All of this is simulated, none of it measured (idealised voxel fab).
The process module presented herein is designated voxel capacitor over wiring.
FYI the section here is cut, 230 nm wide, cells are 5 nm squares.
Square cells in a grid make up a cross-section in this document, and the grid is given as bands, listed from the top down, each one or more rows of cells. Quick guide to a band line: top height, bottom height (nm) up front; then every material left to right with its width in nm. Only one material and it's marked "throughout"? Then it fills the band edge to edge. And "blank" just means empty space. Where do heights start? At 0: under that level the wafer as delivered is made of one material only. And the lowest band has no floor; it just carries on downward, as in "0 nm and below". Top row gets the first number, bottom row gets the second, and each row in between changes by the same step: that is how a band width like "30->40" works. When a step is marked "changes: none", none of the cells in the cross-section changed during that step. "Sealed cavities" lists enclosed empty spaces (at least 8 cells, no open path upward to the top), each as width x height at distance from the left edge, in nm. Anything after a step's settings on that line? It's the simulator's own note about the step. "overlay nm", when on a step's line for a step with a mask, measures how far to the right of its planned place the mask lay; a negative measure means to the left.

List of planned process steps:
1) RECEIVE with material Si
2) CONFORMAL_DEP with material SiO2, thk nm 15
3) DIRECTIONAL_DEP with material TiN, thk nm 5
4) DIRECTIONAL_DEP with material Ru, thk nm 15
5) PATTERN with tone cover, mask id METAL_1, material resist, width nm 25, pitch nm 80, thk nm 20, overlay nm 0
6) DIRECTIONAL_ETCH with etch materials Ru, depth nm 15
7) DIRECTIONAL_ETCH with etch materials TiN, depth nm 5
8) STRIP with etch materials resist
9) FILL_DEP with material lowk, thk nm 10
10) CMP with height nm 35
11) CONFORMAL_DEP with material SiCN, thk nm 5
12) DIRECTIONAL_DEP with material lowk, thk nm 20
13) DIRECTIONAL_DEP with material aC, thk nm 10
14) PATTERN with tone open, mask id PLUG_1, material resist, width nm 15, thk nm 30, overlay nm 0
15) DIRECTIONAL_ETCH with etch materials aC, depth nm 10
16) STRIP with etch materials resist
17) DIRECTIONAL_ETCH with etch materials lowk, depth nm 20
18) DIRECTIONAL_ETCH with etch materials SiCN, depth nm 5
19) STRIP with etch materials aC
20) CONFORMAL_DEP with material TiN, thk nm 5
21) FILL_DEP with material Ru, thk nm 5
22) CMP with height nm 60
23) DIRECTIONAL_DEP with material TiN, thk nm 10
24) DIRECTIONAL_DEP with material Al2O3, thk nm 5
25) DIRECTIONAL_DEP with material TiN, thk nm 5
26) MASKED_ETCH with tone cover, mask id UPPER_PLATE, width nm 60, etch materials TiN, depth nm 5, overlay nm 0
27) MASKED_ETCH with tone cover, mask id UPPER_PLATE, width nm 60, etch materials Al2O3, depth nm 5, overlay nm 0
28) MASKED_ETCH with tone cover, mask id LOWER_PLATE, width nm 70, etch materials TiN, depth nm 10, overlay nm 0
29) FILL_DEP with material SiO2, thk nm 15
30) CMP with height nm 90
31) DIRECTIONAL_DEP with material aC, thk nm 10
32) PATTERN with tone open, mask id PLUG_2, material resist, width nm 15, thk nm 25, overlay nm 0
33) DIRECTIONAL_ETCH with etch materials aC, depth nm 10
34) STRIP with etch materials resist
35) DIRECTIONAL_ETCH with etch materials SiO2, depth nm 10
36) STRIP with etch materials aC
37) CONFORMAL_DEP with material TiN, thk nm 5
38) FILL_DEP with material Ru, thk nm 5
39) CMP with height nm 90
40) CONFORMAL_DEP with material SiCN, thk nm 5

first wafer, as planned:

as received, after step 1:
  0 nm and below = Si throughout
  Sealed cavities: none

After step 2: wafer cross-section:
  15 nm to 0 nm = SiO2 throughout
  Whatever lies below 0 is exactly as it was before.

After step 3: wafer cross-section:
  20 nm to 15 nm = TiN throughout
  Whatever lies below 15 is exactly as it was before.

After step 4: wafer cross-section:
  35 nm to 20 nm = Ru throughout
  Whatever lies below 20 is exactly as it was before.

After step 5: wafer cross-section:
  55 nm to 35 nm = blank 60 nm; resist 25 nm; blank 55 nm; resist 25 nm; blank 65 nm
  Whatever lies below 35 is exactly as it was before.

After step 6: wafer cross-section:
  55 nm to 35 nm = blank 60 nm; resist 25 nm; blank 55 nm; resist 25 nm; blank 65 nm
  35 nm to 20 nm = blank 60 nm; Ru 25 nm; blank 55 nm; Ru 25 nm; blank 65 nm
  Whatever lies below 20 is exactly as it was before.

After step 7: wafer cross-section:
  55 nm to 35 nm = blank 60 nm; resist 25 nm; blank 55 nm; resist 25 nm; blank 65 nm
  35 nm to 20 nm = blank 60 nm; Ru 25 nm; blank 55 nm; Ru 25 nm; blank 65 nm
  20 nm to 15 nm = blank 60 nm; TiN 25 nm; blank 55 nm; TiN 25 nm; blank 65 nm
  Whatever lies below 15 is exactly as it was before.

After step 8: wafer cross-section:
  35 nm to 20 nm = blank 60 nm; Ru 25 nm; blank 55 nm; Ru 25 nm; blank 65 nm
  Whatever lies below 20 is exactly as it was before.

After step 9: wafer cross-section:
  45 nm to 35 nm = lowk throughout
  35 nm to 20 nm = lowk 60 nm; Ru 25 nm; lowk 55 nm; Ru 25 nm; lowk 65 nm
  20 nm to 15 nm = lowk 60 nm; TiN 25 nm; lowk 55 nm; TiN 25 nm; lowk 65 nm
  Whatever lies below 15 is exactly as it was before.

After step 10: wafer cross-section:
  35 nm to 20 nm = lowk 60 nm; Ru 25 nm; lowk 55 nm; Ru 25 nm; lowk 65 nm
  Whatever lies below 20 is exactly as it was before.

After step 11: wafer cross-section:
  40 nm to 35 nm = SiCN throughout
  Whatever lies below 35 is exactly as it was before.

After step 12: wafer cross-section:
  60 nm to 40 nm = lowk throughout
  Whatever lies below 40 is exactly as it was before.

After step 13: wafer cross-section:
  70 nm to 60 nm = aC throughout
  Whatever lies below 60 is exactly as it was before.

After step 14: wafer cross-section:
  100 nm to 70 nm = resist 70 nm; blank 15 nm; resist 145 nm
  Whatever lies below 70 is exactly as it was before.

After step 15: wafer cross-section:
  90 nm to 70 nm = resist 70 nm; blank 15 nm; resist 145 nm
  70 nm to 60 nm = aC 70 nm; blank 15 nm; aC 145 nm
  Whatever lies below 60 is exactly as it was before.

After step 16: wafer cross-section:
  70 nm to 60 nm = aC 70 nm; blank 15 nm; aC 145 nm
  Whatever lies below 60 is exactly as it was before.

After step 17: wafer cross-section:
  70 nm to 60 nm = aC 70 nm; blank 15 nm; aC 145 nm
  60 nm to 40 nm = lowk 70 nm; blank 15 nm; lowk 145 nm
  Whatever lies below 40 is exactly as it was before.

After step 18: wafer cross-section:
  70 nm to 60 nm = aC 70 nm; blank 15 nm; aC 145 nm
  60 nm to 40 nm = lowk 70 nm; blank 15 nm; lowk 145 nm
  40 nm to 35 nm = SiCN 70 nm; blank 15 nm; SiCN 145 nm
  Whatever lies below 35 is exactly as it was before.

After step 19: wafer cross-section:
  60 nm to 40 nm = lowk 70 nm; blank 15 nm; lowk 145 nm
  Whatever lies below 40 is exactly as it was before.

After step 20: wafer cross-section:
  65 nm to 60 nm = TiN 75 nm; blank 5 nm; TiN 150 nm
  60 nm to 40 nm = lowk 70 nm; TiN 5 nm; blank 5 nm; TiN 5 nm; lowk 145 nm
  40 nm to 35 nm = SiCN 70 nm; TiN 15 nm; SiCN 145 nm
  Whatever lies below 35 is exactly as it was before.

After step 21: wafer cross-section:
  70 nm to 65 nm = Ru throughout
  65 nm to 60 nm = TiN 75 nm; Ru 5 nm; TiN 150 nm
  60 nm to 40 nm = lowk 70 nm; TiN 5 nm; Ru 5 nm; TiN 5 nm; lowk 145 nm
  Whatever lies below 40 is exactly as it was before.

After step 22: wafer cross-section:
  60 nm to 40 nm = lowk 70 nm; TiN 5 nm; Ru 5 nm; TiN 5 nm; lowk 145 nm
  Whatever lies below 40 is exactly as it was before.

After step 23: wafer cross-section:
  70 nm to 60 nm = TiN throughout
  Whatever lies below 60 is exactly as it was before.

After step 24: wafer cross-section:
  75 nm to 70 nm = Al2O3 throughout
  Whatever lies below 70 is exactly as it was before.

After step 25: wafer cross-section:
  80 nm to 75 nm = TiN throughout
  Whatever lies below 75 is exactly as it was before.

After step 26: wafer cross-section:
  80 nm to 75 nm = blank 70 nm; TiN 60 nm; blank 100 nm
  Whatever lies below 75 is exactly as it was before.

After step 27: wafer cross-section:
  80 nm to 75 nm = blank 70 nm; TiN 60 nm; blank 100 nm
  75 nm to 70 nm = blank 70 nm; Al2O3 60 nm; blank 100 nm
  Whatever lies below 70 is exactly as it was before.

After step 28: wafer cross-section:
  80 nm to 75 nm = blank 70 nm; TiN 60 nm; blank 100 nm
  75 nm to 70 nm = blank 70 nm; Al2O3 60 nm; blank 100 nm
  70 nm to 60 nm = blank 65 nm; TiN 70 nm; blank 95 nm
  Whatever lies below 60 is exactly as it was before.

After step 29: wafer cross-section:
  95 nm to 80 nm = SiO2 throughout
  80 nm to 75 nm = SiO2 70 nm; TiN 60 nm; SiO2 100 nm
  75 nm to 70 nm = SiO2 70 nm; Al2O3 60 nm; SiO2 100 nm
  70 nm to 60 nm = SiO2 65 nm; TiN 70 nm; SiO2 95 nm
  Whatever lies below 60 is exactly as it was before.

After step 30: wafer cross-section:
  90 nm to 80 nm = SiO2 throughout
  Whatever lies below 80 is exactly as it was before.

After step 31: wafer cross-section:
  100 nm to 90 nm = aC throughout
  Whatever lies below 90 is exactly as it was before.

After step 32: wafer cross-section:
  125 nm to 100 nm = resist 80 nm; blank 15 nm; resist 135 nm
  Whatever lies below 100 is exactly as it was before.

After step 33: wafer cross-section:
  115 nm to 100 nm = resist 80 nm; blank 15 nm; resist 135 nm
  100 nm to 90 nm = aC 80 nm; blank 15 nm; aC 135 nm
  Whatever lies below 90 is exactly as it was before.

After step 34: wafer cross-section:
  100 nm to 90 nm = aC 80 nm; blank 15 nm; aC 135 nm
  Whatever lies below 90 is exactly as it was before.

After step 35: wafer cross-section:
  100 nm to 90 nm = aC 80 nm; blank 15 nm; aC 135 nm
  90 nm to 80 nm = SiO2 80 nm; blank 15 nm; SiO2 135 nm
  Whatever lies below 80 is exactly as it was before.

After step 36: wafer cross-section:
  90 nm to 80 nm = SiO2 80 nm; blank 15 nm; SiO2 135 nm
  Whatever lies below 80 is exactly as it was before.

After step 37: wafer cross-section:
  95 nm to 90 nm = TiN 85 nm; blank 5 nm; TiN 140 nm
  90 nm to 85 nm = SiO2 80 nm; TiN 5 nm; blank 5 nm; TiN 5 nm; SiO2 135 nm
  85 nm to 75 nm = SiO2 80->70 nm; TiN 15->60 nm; SiO2 135->100 nm
  Whatever lies below 75 is exactly as it was before.

After step 38: wafer cross-section:
  100 nm to 95 nm = Ru throughout
  95 nm to 90 nm = TiN 85 nm; Ru 5 nm; TiN 140 nm
  90 nm to 85 nm = SiO2 80 nm; TiN 5 nm; Ru 5 nm; TiN 5 nm; SiO2 135 nm
  Whatever lies below 85 is exactly as it was before.

After step 39: wafer cross-section:
  90 nm to 85 nm = SiO2 80 nm; TiN 5 nm; Ru 5 nm; TiN 5 nm; SiO2 135 nm
  Whatever lies below 85 is exactly as it was before.

After step 40: wafer cross-section:
  95 nm to 90 nm = SiCN throughout
  Whatever lies below 90 is exactly as it was before.

Wafer two of the pair: same origin, same plan, one error during the run; identical to wafer one up to and including step 1:

Second wafer shown in cross-section at the time step 2 was slated to end:
  30 nm to 0 nm = SiO2 throughout
  Whatever lies below 0 is exactly as it was before.

Second wafer shown in cross-section at the time step 3 was slated to end:
  35 nm to 30 nm = TiN throughout
  Whatever lies below 30 is exactly as it was before.

Second wafer shown in cross-section at the time step 4 was slated to end:
  50 nm to 35 nm = Ru throughout
  Whatever lies below 35 is exactly as it was before.

Second wafer shown in cross-section at the time step 5 was slated to end:
  70 nm to 50 nm = blank 60 nm; resist 25 nm; blank 55 nm; resist 25 nm; blank 65 nm
  Whatever lies below 50 is exactly as it was before.

Second wafer shown in cross-section at the time step 6 was slated to end:
  70 nm to 50 nm = blank 60 nm; resist 25 nm; blank 55 nm; resist 25 nm; blank 65 nm
  50 nm to 35 nm = blank 60 nm; Ru 25 nm; blank 55 nm; Ru 25 nm; blank 65 nm
  Whatever lies below 35 is exactly as it was before.

Second wafer shown in cross-section at the time step 7 was slated to end:
  70 nm to 50 nm = blank 60 nm; resist 25 nm; blank 55 nm; resist 25 nm; blank 65 nm
  50 nm to 35 nm = blank 60 nm; Ru 25 nm; blank 55 nm; Ru 25 nm; blank 65 nm
  35 nm to 30 nm = blank 60 nm; TiN 25 nm; blank 55 nm; TiN 25 nm; blank 65 nm
  Whatever lies below 30 is exactly as it was before.

Second wafer shown in cross-section at the time step 8 was slated to end:
  50 nm to 35 nm = blank 60 nm; Ru 25 nm; blank 55 nm; Ru 25 nm; blank 65 nm
  Whatever lies below 35 is exactly as it was before.

Second wafer shown in cross-section at the time step 9 was slated to end:
  60 nm to 50 nm = lowk throughout
  50 nm to 35 nm = lowk 60 nm; Ru 25 nm; lowk 55 nm; Ru 25 nm; lowk 65 nm
  35 nm to 30 nm = lowk 60 nm; TiN 25 nm; lowk 55 nm; TiN 25 nm; lowk 65 nm
  Whatever lies below 30 is exactly as it was before.

Second wafer shown in cross-section at the time step 10 was slated to end:
  35 nm to 30 nm = lowk 60 nm; TiN 25 nm; lowk 55 nm; TiN 25 nm; lowk 65 nm
  Whatever lies below 30 is exactly as it was before.

Second wafer shown in cross-section at the time step 11 was slated to end:
  40 nm to 35 nm = SiCN throughout
  Whatever lies below 35 is exactly as it was before.

Second wafer shown in cross-section at the time step 12 was slated to end:
  60 nm to 40 nm = lowk throughout
  Whatever lies below 40 is exactly as it was before.

Second wafer shown in cross-section at the time step 13 was slated to end:
  70 nm to 60 nm = aC throughout
  Whatever lies below 60 is exactly as it was before.

Second wafer shown in cross-section at the time step 14 was slated to end:
  100 nm to 70 nm = resist 70 nm; blank 15 nm; resist 145 nm
  Whatever lies below 70 is exactly as it was before.

Second wafer shown in cross-section at the time step 15 was slated to end:
  90 nm to 70 nm = resist 70 nm; blank 15 nm; resist 145 nm
  70 nm to 60 nm = aC 70 nm; blank 15 nm; aC 145 nm
  Whatever lies below 60 is exactly as it was before.

Second wafer shown in cross-section at the time step 16 was slated to end:
  70 nm to 60 nm = aC 70 nm; blank 15 nm; aC 145 nm
  Whatever lies below 60 is exactly as it was before.

Second wafer shown in cross-section at the time step 17 was slated to end:
  70 nm to 60 nm = aC 70 nm; blank 15 nm; aC 145 nm
  60 nm to 40 nm = lowk 70 nm; blank 15 nm; lowk 145 nm
  Whatever lies below 40 is exactly as it was before.

Second wafer shown in cross-section at the time step 18 was slated to end:
  70 nm to 60 nm = aC 70 nm; blank 15 nm; aC 145 nm
  60 nm to 40 nm = lowk 70 nm; blank 15 nm; lowk 145 nm
  40 nm to 35 nm = SiCN 70 nm; blank 15 nm; SiCN 145 nm
  Whatever lies below 35 is exactly as it was before.

Second wafer shown in cross-section at the time step 19 was slated to end:
  60 nm to 40 nm = lowk 70 nm; blank 15 nm; lowk 145 nm
  Whatever lies below 40 is exactly as it was before.

Second wafer shown in cross-section at the time step 20 was slated to end:
  65 nm to 60 nm = TiN 75 nm; blank 5 nm; TiN 150 nm
  60 nm to 40 nm = lowk 70 nm; TiN 5 nm; blank 5 nm; TiN 5 nm; lowk 145 nm
  40 nm to 35 nm = SiCN 70 nm; TiN 15 nm; SiCN 145 nm
  Whatever lies below 35 is exactly as it was before.

Second wafer shown in cross-section at the time step 21 was slated to end:
  70 nm to 65 nm = Ru throughout
  65 nm to 60 nm = TiN 75 nm; Ru 5 nm; TiN 150 nm
  60 nm to 40 nm = lowk 70 nm; TiN 5 nm; Ru 5 nm; TiN 5 nm; lowk 145 nm
  Whatever lies below 40 is exactly as it was before.

Second wafer shown in cross-section at the time step 22 was slated to end:
  60 nm to 40 nm = lowk 70 nm; TiN 5 nm; Ru 5 nm; TiN 5 nm; lowk 145 nm
  Whatever lies below 40 is exactly as it was before.

Second wafer shown in cross-section at the time step 23 was slated to end:
  70 nm to 60 nm = TiN throughout
  Whatever lies below 60 is exactly as it was before.

Second wafer shown in cross-section at the time step 24 was slated to end:
  75 nm to 70 nm = Al2O3 throughout
  Whatever lies below 70 is exactly as it was before.

Second wafer shown in cross-section at the time step 25 was slated to end:
  80 nm to 75 nm = TiN throughout
  Whatever lies below 75 is exactly as it was before.

Second wafer shown in cross-section at the time step 26 was slated to end:
  80 nm to 75 nm = blank 70 nm; TiN 60 nm; blank 100 nm
  Whatever lies below 75 is exactly as it was before.

Second wafer shown in cross-section at the time step 27 was slated to end:
  80 nm to 75 nm = blank 70 nm; TiN 60 nm; blank 100 nm
  75 nm to 70 nm = blank 70 nm; Al2O3 60 nm; blank 100 nm
  Whatever lies below 70 is exactly as it was before.

Second wafer shown in cross-section at the time step 28 was slated to end:
  80 nm to 75 nm = blank 70 nm; TiN 60 nm; blank 100 nm
  75 nm to 70 nm = blank 70 nm; Al2O3 60 nm; blank 100 nm
  70 nm to 60 nm = blank 65 nm; TiN 70 nm; blank 95 nm
  Whatever lies below 60 is exactly as it was before.

Second wafer shown in cross-section at the time step 29 was slated to end:
  95 nm to 80 nm = SiO2 throughout
  80 nm to 75 nm = SiO2 70 nm; TiN 60 nm; SiO2 100 nm
  75 nm to 70 nm = SiO2 70 nm; Al2O3 60 nm; SiO2 100 nm
  70 nm to 60 nm = SiO2 65 nm; TiN 70 nm; SiO2 95 nm
  Whatever lies below 60 is exactly as it was before.

Second wafer shown in cross-section at the time step 30 was slated to end:
  90 nm to 80 nm = SiO2 throughout
  Whatever lies below 80 is exactly as it was before.

Second wafer shown in cross-section at the time step 31 was slated to end:
  100 nm to 90 nm = aC throughout
  Whatever lies below 90 is exactly as it was before.

Second wafer shown in cross-section at the time step 32 was slated to end:
  125 nm to 100 nm = resist 80 nm; blank 15 nm; resist 135 nm
  Whatever lies below 100 is exactly as it was before.

Second wafer shown in cross-section at the time step 33 was slated to end:
  115 nm to 100 nm = resist 80 nm; blank 15 nm; resist 135 nm
  100 nm to 90 nm = aC 80 nm; blank 15 nm; aC 135 nm
  Whatever lies below 90 is exactly as it was before.

Second wafer shown in cross-section at the time step 34 was slated to end:
  100 nm to 90 nm = aC 80 nm; blank 15 nm; aC 135 nm
  Whatever lies below 90 is exactly as it was before.

Second wafer shown in cross-section at the time step 35 was slated to end:
  100 nm to 90 nm = aC 80 nm; blank 15 nm; aC 135 nm
  90 nm to 80 nm = SiO2 80 nm; blank 15 nm; SiO2 135 nm
  Whatever lies below 80 is exactly as it was before.

Second wafer shown in cross-section at the time step 36 was slated to end:
  90 nm to 80 nm = SiO2 80 nm; blank 15 nm; SiO2 135 nm
  Whatever lies below 80 is exactly as it was before.

Second wafer shown in cross-section at the time step 37 was slated to end:
  95 nm to 90 nm = TiN 85 nm; blank 5 nm; TiN 140 nm
  90 nm to 85 nm = SiO2 80 nm; TiN 5 nm; blank 5 nm; TiN 5 nm; SiO2 135 nm
  85 nm to 75 nm = SiO2 80->70 nm; TiN 15->60 nm; SiO2 135->100 nm
  Whatever lies below 75 is exactly as it was before.

Second wafer shown in cross-section at the time step 38 was slated to end:
  100 nm to 95 nm = Ru throughout
  95 nm to 90 nm = TiN 85 nm; Ru 5 nm; TiN 140 nm
  90 nm to 85 nm = SiO2 80 nm; TiN 5 nm; Ru 5 nm; TiN 5 nm; SiO2 135 nm
  Whatever lies below 85 is exactly as it was before.

Second wafer shown in cross-section at the time step 39 was slated to end:
  90 nm to 85 nm = SiO2 80 nm; TiN 5 nm; Ru 5 nm; TiN 5 nm; SiO2 135 nm
  Whatever lies below 85 is exactly as it was before.

Second wafer shown in cross-section at the time step 40 was slated to end:
  95 nm to 90 nm = SiCN throughout
  Whatever lies below 90 is exactly as it was before.
Deviation from plan: yeah, plan step 2 got run twice
At the finish, the second wafer shows more or fewer cells for some materials than the first does: 30 fewer of Ru, 138 more of SiO2, 108 fewer of lowk
